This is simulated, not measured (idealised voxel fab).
Process module name: voxel transistor to metal
The width of the displayed cross-section, cut, is 140 nm; its cells are square, with a size of 5 nm.
Think of the cross-section as a grid of square cells. We describe it in bands, top to bottom, and each band covers one or more rows of those cells. Per band: top height and bottom height in nm, followed by the left-to-right materials and their widths in nm; "everywhere" marks a single material spanning edge to edge, "air" marks empty space. Basically, 0 is our baseline, since under it the wafer straight out of the box is all one material. The bottom band has no lower end and keeps on going down, so it looks like "from 0 down". So if you see something like "30..40" for the width, read it as the top row of the band sitting at the first number and the bottom row at the second, with every row in between moving by the same amount as the last. "everything unchanged" after a step means that no cell of the cross-section changed. So "Voids lacking openings" is basically the list of trapped voids: any empty space of 8 cells or more that can't reach the top through an opening. They're written width x height at distance, the distance being from the left edge, and it's all nm. Past the settings on a step's line: simulator remark, on that step. overlay nm: mask right of planned place by this much (step with mask). Neg. = left.

Plan
- 1: RECEIVE (material Si)
- 2: CONFORMAL_DEP (material SiO2; thk nm 5)
- 3: CONFORMAL_DEP (material SiN; thk nm 10)
- 4: PATTERN (tone cover; mask id ACTIVE; material resist; width nm 100; thk nm 15; overlay nm 0)
- 5: DIRECTIONAL_ETCH (etch materials SiN; depth nm 10)
- 6: DIRECTIONAL_ETCH (etch materials SiO2; depth nm 5)
- 7: DIRECTIONAL_ETCH (etch materials Si; depth nm 35)
- 8: STRIP (etch materials resist)
- 9: FILL_DEP (material SiO2; thk nm 10)
- 10: CMP (height nm 15)
- 11: SELECTIVE_ETCH (etch materials SiO2; depth nm 5)
- 12: STRIP (etch materials SiN)
- 13: SELECTIVE_ETCH (etch materials SiO2; depth nm 5)
- 14: OXIDIZE (depth nm 5)
- 15: DIRECTIONAL_DEP (material polySi; thk nm 20)
- 16: DIRECTIONAL_DEP (material SiCN; thk nm 10)
- 17: PATTERN (tone cover; mask id GATE; material resist; width nm 30; thk nm 20; overlay nm 0)
- 18: DIRECTIONAL_ETCH (etch materials SiCN; depth nm 20)
- 19: DIRECTIONAL_ETCH (etch materials polySi; depth nm 30)
- 20: STRIP (etch materials resist)
- 21: CONFORMAL_DEP (material SiO2; thk nm 5)
- 22: DIRECTIONAL_ETCH (etch materials SiO2; depth nm 5)
- 23: CONFORMAL_DEP (material SiN; thk nm 10)
- 24: DIRECTIONAL_ETCH (etch materials SiN; depth nm 10)
- 25: DIRECTIONAL_ETCH (etch materials SiO2; depth nm 5)
- 26: DIRECTIONAL_ETCH (etch materials Si; depth nm 15)
- 27: EPI (material nSi; thk nm 15)
- 28: FILL_DEP (material SiO2; thk nm 10)
- 29: CMP (height nm 20)
- 30: STRIP (etch materials polySi)
- 31: SELECTIVE_ETCH (etch materials SiO2; depth nm 5)
- 32: CONFORMAL_DEP (material HfO2; thk nm 5)
- 33: CONFORMAL_DEP (material TiN; thk nm 5)
- 34: FILL_DEP (material W; thk nm 10)
- 35: CMP (height nm 15)
- 36: DIRECTIONAL_DEP (material SiO2; thk nm 10)
- 37: MASKED_ETCH (tone open; mask id CONTACT; width nm 15; pitch nm 75; etch materials SiO2; depth nm 15; overlay nm 0)
- 38: CONFORMAL_DEP (material TiN; thk nm 5)
- 39: FILL_DEP (material Ru; thk nm 10)
- 40: CMP (height nm 25)
- 41: DIRECTIONAL_DEP (material TiN; thk nm 5)
- 42: DIRECTIONAL_DEP (material Ru; thk nm 25)
- 43: MASKED_ETCH (tone cover; mask id METAL_1; width nm 15; pitch nm 75; etch materials Ru; depth nm 25; overlay nm 0)
- 44: MASKED_ETCH (tone cover; mask id METAL_1; width nm 15; pitch nm 75; etch materials TiN; depth nm 5; overlay nm 0)
- 45: FILL_DEP (material lowk; thk nm 5)
- 46: CMP (height nm 55)
- 47: CONFORMAL_DEP (material SiCN; thk nm 5)
- 48: DIRECTIONAL_DEP (material SiO2; thk nm 30)
- 49: DIRECTIONAL_DEP (material aC; thk nm 15)
- 50: PATTERN (tone open; mask id METAL_2; material resist; width nm 15; pitch nm 75; thk nm 35; overlay nm 0)
- 51: DIRECTIONAL_ETCH (etch materials aC; depth nm 15)
- 52: STRIP (etch materials resist)
- 53: DIRECTIONAL_ETCH (etch materials SiO2; depth nm 15)
- 54: STRIP (etch materials aC)
- 55: PATTERN (tone open; mask id METAL_2_HOLES; material resist; width nm 15; pitch nm 75; thk nm 20; overlay nm 0)
- 56: DIRECTIONAL_ETCH (etch materials SiO2; depth nm 15)
- 57: DIRECTIONAL_ETCH (etch materials SiCN; depth nm 5)
- 58: STRIP (etch materials resist)
- 59: CONFORMAL_DEP (material TiN; thk nm 5)
- 60: FILL_DEP (material Cu; thk nm 5)
- 61: CMP (height nm 90)
- 62: CONFORMAL_DEP (material SiN; thk nm 5)

Cross-section of the wafer at receipt, which is the condition after step 1
  from 0 down  Si everywhere
  Voids lacking openings: none

Cross-section taken at module completion on the first of two wafers; processed per the plan
  from 95 to 90  SiN everywhere
  from 90 to 60  SiO2 25 / TiN 5 / Cu 5 / TiN 5 / SiO2 60 / TiN 5 / Cu 5 / TiN 5 / SiO2 25
  from 60 to 55  SiCN 25 / TiN 15 / SiCN 60 / TiN 15 / SiCN 25
  from 55 to 30  lowk 25 / Ru 15 / lowk 60 / Ru 15 / lowk 25
  from 30 to 25  lowk 25 / TiN 15 / lowk 60 / TiN 15 / lowk 25
  from 25 to 15  SiO2 25 / TiN 5 / Ru 5 / TiN 5 / SiO2 60 / TiN 5 / Ru 5 / TiN 5 / SiO2 25
  from 15 to 10  SiO2 25 / TiN 15 / SiN 10 / HfO2 5 / TiN 5 / W 20 / TiN 5 / HfO2 5 / SiN 10 / TiN 15 / SiO2 25
  from 10 to 5  SiO2 25 / nSi 15 / SiN 10 / HfO2 5 / TiN 5 / W 20 / TiN 5 / HfO2 5 / SiN 10 / nSi 15 / SiO2 25
  from 5 to 0  SiO2 20 / SiN 10 / nSi 10 / SiN 10 / HfO2 5 / TiN 30 / HfO2 5 / SiN 10 / nSi 10 / SiN 10 / SiO2 20
  from 0 to -5  SiO2 30 / nSi 10 / SiO2 10 / HfO2 40 / SiO2 10 / nSi 10 / SiO2 30
  from -5 to -20  SiO2 20 / Si 10 / nSi 10 / Si 60 / nSi 10 / Si 10 / SiO2 20
  from -20 to -35  SiO2 20 / Si 100 / SiO2 20
  from -35 down  Si everywhere
  Voids lacking openings: none

Second wafer at the end: like start, like plan, one mistake
  from 95 to 90  SiN everywhere
  from 90 to 60  SiO2 25 / TiN 5 / Cu 5 / TiN 5 / SiO2 60 / TiN 5 / Cu 5 / TiN 5 / SiO2 25
  from 60 to 55  SiCN 25 / TiN 15 / SiCN 60 / TiN 15 / SiCN 25
  from 55 to 30  Ru 25 / lowk 15 / Ru 60 / lowk 15 / Ru 25
  from 30 to 25  TiN everywhere
  from 25 to 15  SiO2 25 / TiN 5 / Ru 5 / TiN 5 / SiO2 60 / TiN 5 / Ru 5 / TiN 5 / SiO2 25
  from 15 to 10  SiO2 25 / TiN 15 / SiN 10 / HfO2 5 / TiN 5 / W 20 / TiN 5 / HfO2 5 / SiN 10 / TiN 15 / SiO2 25
  from 10 to 5  SiO2 25 / nSi 15 / SiN 10 / HfO2 5 / TiN 5 / W 20 / TiN 5 / HfO2 5 / SiN 10 / nSi 15 / SiO2 25
  from 5 to 0  SiO2 20 / SiN 10 / nSi 10 / SiN 10 / HfO2 5 / TiN 30 / HfO2 5 / SiN 10 / nSi 10 / SiN 10 / SiO2 20
  from 0 to -5  SiO2 30 / nSi 10 / SiO2 10 / HfO2 40 / SiO2 10 / nSi 10 / SiO2 30
  from -5 to -20  SiO2 20 / Si 10 / nSi 10 / Si 60 / nSi 10 / Si 10 / SiO2 20
  from -20 to -35  SiO2 20 / Si 100 / SiO2 20
  from -35 down  Si everywhere
  Voids lacking openings: none
Processing error: step 43: run off-plan, actual operation and settings MASKED_ETCH (tone open; mask id METAL_1; width nm 15; pitch nm 75; etch materials Ru; depth nm 25; overlay nm 0)
Per the end-of-run cell counts, the second wafer holds more or fewer of some materials than the first: Ru: 80 more; TiN: 22 more; lowk: 102 fewer
